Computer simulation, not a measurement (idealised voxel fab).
Name of the process module below: voxel transistor to metal
This is section cut - it's 195 nm across, gridded in 5 nm square cells.
This document writes a cross-section as a grid whose cells are square, and gives it as bands, listed from the top down; one or more rows of cells form a band. Heads up on the band format: heights come first, top then bottom, in nm. After that it's the materials left to right, each with its width in nm. A single material flagged "everywhere" fills the whole band edge to edge, and "blank" means there's empty space there. Heights are expressed relative to 0, this being the level below which the as-received wafer comprises one material exclusively. The lowest band is unbounded in the downward direction and is denoted as in "0..down". Read "30 to 40" as a graded width: first number on top, second number at the bottom, same change between each pair of neighbouring rows. Basically "remains unaltered" means that step didn't change any cell in the cross-section. Closed void table: empty space of 8 cells or more with no open way to the top, each as width x height at its distance from the left edge, in nm. Past the settings on a step's line: simulator remark, on that step. overlay nm: where the mask lay relative to plan, measured to the right, on steps with a mask; negatives go left.
# These are the steps we planned for the process
1 RECEIVE with material Si
2 OXIDIZE with depth nm 5
3 CONFORMAL_DEP with material SiN, thk nm 15
4 MASKED_ETCH with tone cover, mask id ACTIVE, width nm 100, etch materials SiN, depth nm 15, overlay nm 0
5 MASKED_ETCH with tone cover, mask id ACTIVE, width nm 100, etch materials SiO2, depth nm 5, overlay nm 0
6 MASKED_ETCH with tone cover, mask id ACTIVE, width nm 100, etch materials Si, depth nm 35, overlay nm 0
7 OXIDIZE with depth nm 5
8 FILL_DEP with material SiO2, thk nm 10
9 CMP with height nm 15
10 SELECTIVE_ETCH with etch materials SiO2, depth nm 5
11 STRIP with etch materials SiN
12 SELECTIVE_ETCH with etch materials SiO2, depth nm 5
13 OXIDIZE with depth nm 5
14 DIRECTIONAL_DEP with material polySi, thk nm 20
15 DIRECTIONAL_DEP with material SiCN, thk nm 15
16 PATTERN with tone cover, mask id GATE, material resist, width nm 20, thk nm 20, overlay nm 0
17 DIRECTIONAL_ETCH with etch materials SiCN, depth nm 25
18 DIRECTIONAL_ETCH with etch materials polySi, depth nm 30
19 STRIP with etch materials resist
20 CONFORMAL_DEP with material SiO2, thk nm 5
21 DIRECTIONAL_ETCH with etch materials SiO2, depth nm 5
22 CONFORMAL_DEP with material SiN, thk nm 10
23 DIRECTIONAL_ETCH with etch materials SiN, depth nm 10
24 DIRECTIONAL_ETCH with etch materials SiO2, depth nm 5
25 EPI with material nSi, thk nm 5
26 FILL_DEP with material SiO2, thk nm 5
27 CMP with height nm 30
28 DIRECTIONAL_DEP with material SiO2, thk nm 15
29 MASKED_ETCH with tone open, mask id CONTACT, width nm 25, pitch nm 55, etch materials SiO2, depth nm 50, overlay nm 0
30 CONFORMAL_DEP with material TiN, thk nm 5
31 FILL_DEP with material W, thk nm 5
32 CMP with height nm 45
33 DIRECTIONAL_DEP with material TiN, thk nm 5
34 DIRECTIONAL_DEP with material Ru, thk nm 5
35 DIRECTIONAL_DEP with material aC, thk nm 10
36 PATTERN with tone cover, mask id METAL_1, material resist, width nm 15, pitch nm 65, thk nm 30, overlay nm 0
37 DIRECTIONAL_ETCH with etch materials aC, depth nm 10
38 STRIP with etch materials resist
39 DIRECTIONAL_ETCH with etch materials Ru, depth nm 15
40 DIRECTIONAL_ETCH with etch materials TiN, depth nm 5
41 STRIP with etch materials aC
42 CONFORMAL_DEP with material SiCN, thk nm 5
43 FILL_DEP with material lowk, thk nm 5
44 CMP with height nm 65
45 CONFORMAL_DEP with material SiN, thk nm 5
Quick note for whoever runs this: the wafers start identical, but the thk nm at step 34 isn't the same across them. The plan just shows what the first wafer had.
# First of several wafers, received after step 1, in cross-section
- 0..down: Si everywhere
- Closed void table: none
# Wafer cross-section (first of several) - module end, post step 45 (last step)
- 70..65: SiN everywhere
- 65..60: lowk everywhere
- 60..55: 50 nm lowk | 25 nm SiCN | 40 nm lowk | 25 nm SiCN | 55 nm lowk
- 55..50: 50 nm lowk | 5 nm SiCN | 15 nm Ru | 5 nm SiCN | 40 nm lowk | 5 nm SiCN | 15 nm Ru | 5 nm SiCN | 55 nm lowk
- 50..45: 55 nm SiCN | 15 nm TiN | 50 nm SiCN | 15 nm TiN | 60 nm SiCN
- 45..35: 55 nm SiO2 | 5 nm TiN | 15 nm W | 5 nm TiN | 30 nm SiO2 | 5 nm TiN | 15 nm W | 5 nm TiN | 60 nm SiO2
- 35..30: 55 nm SiO2 | 5 nm TiN | 5 nm W | 15 nm TiN | 30 nm SiO2 | 15 nm TiN | 5 nm W | 5 nm TiN | 60 nm SiO2
- 30..15: 55 nm SiO2 | 5 nm TiN | 5 nm W | 5 nm TiN | 10 nm SiN | 5 nm SiO2 | 20 nm SiCN | 5 nm SiO2 | 10 nm SiN | 5 nm TiN | 5 nm W | 5 nm TiN | 60 nm SiO2
- 15..5: 55 nm SiO2 | 5 nm TiN | 5 nm W | 5 nm TiN | 10 nm SiN | 5 nm SiO2 | 20 nm polySi | 5 nm SiO2 | 10 nm SiN | 5 nm TiN | 5 nm W | 5 nm TiN | 60 nm SiO2
- 5..0: 45 nm SiO2 | 10 nm SiN | 5 nm TiN | 5 nm W | 5 nm TiN | 10 nm SiN | 5 nm SiO2 | 20 nm polySi | 5 nm SiO2 | 10 nm SiN | 5 nm TiN | 5 nm W | 5 nm TiN | 10 nm SiN | 50 nm SiO2
- 0..-5: 45 nm SiO2 | 10 nm SiN | 15 nm TiN | 10 nm SiN | 5 nm SiO2 | 20 nm polySi | 5 nm SiO2 | 10 nm SiN | 15 nm TiN | 10 nm SiN | 50 nm SiO2
- -5..-10: 55 nm SiO2 | 15 nm nSi | 50 nm SiO2 | 15 nm nSi | 60 nm SiO2
- -10..-45: 50 nm SiO2 | 90 nm Si | 55 nm SiO2
- -45..down: Si everywhere
- Closed void table: none
# Last wafer, end of module, cross-section
- 70..65: SiN everywhere
- 65..50: Ru everywhere
- 50..45: TiN everywhere
- 45..35: 55 nm SiO2 | 5 nm TiN | 15 nm W | 5 nm TiN | 30 nm SiO2 | 5 nm TiN | 15 nm W | 5 nm TiN | 60 nm SiO2
- 35..30: 55 nm SiO2 | 5 nm TiN | 5 nm W | 15 nm TiN | 30 nm SiO2 | 15 nm TiN | 5 nm W | 5 nm TiN | 60 nm SiO2
- 30..15: 55 nm SiO2 | 5 nm TiN | 5 nm W | 5 nm TiN | 10 nm SiN | 5 nm SiO2 | 20 nm SiCN | 5 nm SiO2 | 10 nm SiN | 5 nm TiN | 5 nm W | 5 nm TiN | 60 nm SiO2
- 15..5: 55 nm SiO2 | 5 nm TiN | 5 nm W | 5 nm TiN | 10 nm SiN | 5 nm SiO2 | 20 nm polySi | 5 nm SiO2 | 10 nm SiN | 5 nm TiN | 5 nm W | 5 nm TiN | 60 nm SiO2
- 5..0: 45 nm SiO2 | 10 nm SiN | 5 nm TiN | 5 nm W | 5 nm TiN | 10 nm SiN | 5 nm SiO2 | 20 nm polySi | 5 nm SiO2 | 10 nm SiN | 5 nm TiN | 5 nm W | 5 nm TiN | 10 nm SiN | 50 nm SiO2
- 0..-5: 45 nm SiO2 | 10 nm SiN | 15 nm TiN | 10 nm SiN | 5 nm SiO2 | 20 nm polySi | 5 nm SiO2 | 10 nm SiN | 15 nm TiN | 10 nm SiN | 50 nm SiO2
- -5..-10: 55 nm SiO2 | 15 nm nSi | 50 nm SiO2 | 15 nm nSi | 60 nm SiO2
- -10..-45: 50 nm SiO2 | 90 nm Si | 55 nm SiO2
- -45..down: Si everywhere
- Closed void table: none
# wafer rows; end of module; cells per material since receipt: (+) gained, (-) lost; then closed voids
thk nm 5; +6 Ru; -225 Si; +59 SiCN; +75 SiN; +434 SiO2; +52 TiN; +26 W; +97 lowk; +6 nSi; +16 polySi; Closed void table: none
thk nm 10; +12 Ru; -225 Si; +63 SiCN; +75 SiN; +434 SiO2; +52 TiN; +26 W; +87 lowk; +6 nSi; +16 polySi; Closed void table: none
thk nm 15; +18 Ru; -225 Si; +57 SiCN; +75 SiN; +434 SiO2; +52 TiN; +26 W; +87 lowk; +6 nSi; +16 polySi; Closed void table: none
thk nm 20; +51 Ru; -225 Si; +49 SiCN; +75 SiN; +434 SiO2; +85 TiN; +26 W; +29 lowk; +6 nSi; +16 polySi; Closed void table: none
thk nm 25; +84 Ru; -225 Si; +45 SiCN; +75 SiN; +434 SiO2; +85 TiN; +26 W; +6 nSi; +16 polySi; Closed void table: none
thk nm 30; +117 Ru; -225 Si; +12 SiCN; +75 SiN; +434 SiO2; +85 TiN; +26 W; +6 nSi; +16 polySi; Closed void table: none
